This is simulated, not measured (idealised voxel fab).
The following is a process module called voxel ribs on slabs.
Section cut is 285 nm wide and gridded with 5 nm square cells.
Just so we're on the same page, the cross-sections are grids of square cells, and they're listed out in bands top to bottom, each band one or more rows deep. Top height, bottom height, nm. Materials left to right, width each, nm. Single material + "edge to edge" = fills band edge to edge. "air" = empty. Zero point of the height axis is 0; under it, received wafer = one material. Lowest band: continues down indefinitely, "0 and below". Width: "30..40" (first number = top row, second number = bottom row, same change from row to row of cells). Basically "remains unaltered" means that step didn't change any cell in the cross-section. Voids not open to the top, 8 cells minimum: see "Closed void inventory". Written width x height at distance; distance is from the left edge; nm. Where a step's line continues beyond its settings, the continuation is a remark by the simulator itself on that step. overlay nm: mask right of planned place by this much (step with mask). Neg. = left.
## So here's the lineup of process steps we planned
1) RECEIVE,material Si
2) DIRECTIONAL_DEP,material SiO2,thk nm 20
3) DIRECTIONAL_DEP,material polySi,thk nm 25
4) PATTERN,tone cover,mask id RIB,material resist,width nm 30,thk nm 15,overlay nm 0
5) DIRECTIONAL_ETCH,etch materials polySi,depth nm 10
6) STRIP,etch materials resist
7) DIRECTIONAL_DEP,material aC,thk nm 10
8) PATTERN,tone cover,mask id SLAB,material resist,width nm 90,thk nm 30,overlay nm 0
9) DIRECTIONAL_ETCH,etch materials aC,depth nm 10
10) STRIP,etch materials resist
11) DIRECTIONAL_ETCH,etch materials polySi,depth nm 15
12) STRIP,etch materials aC
13) FILL_DEP,material SiO2,thk nm 20
14) CMP,height nm 60
15) DIRECTIONAL_DEP,material W,thk nm 5
16) MASKED_ETCH,tone cover,mask id HEATER,width nm 40,etch materials W,depth nm 5,overlay nm 0
17) CONFORMAL_DEP,material SiO2,thk nm 10
## Wafer cross-section on receipt, i.e. after step 1
> 0 and below: Si edge to edge
> Closed void inventory: none
## Same starting wafer, same plan as above, one mistake in the execution; this is the cross-section at the end of the module
> 75 down to 70: 110 of air; 60 of SiO2; 115 of air
> 70 down to 65: SiO2 edge to edge
> 65 down to 60: 120 of SiO2; 40 of W; 125 of SiO2
> 60 down to 55: 125 of SiO2; 30 of polySi; 130 of SiO2
> 55 down to 40: 95 of SiO2; 90 of polySi; 100 of SiO2
> 40 down to 0: SiO2 edge to edge
> 0 and below: Si edge to edge
> Closed void inventory: none
Deviation noted in wafer processing: regarding the plan, step 2 was run twice
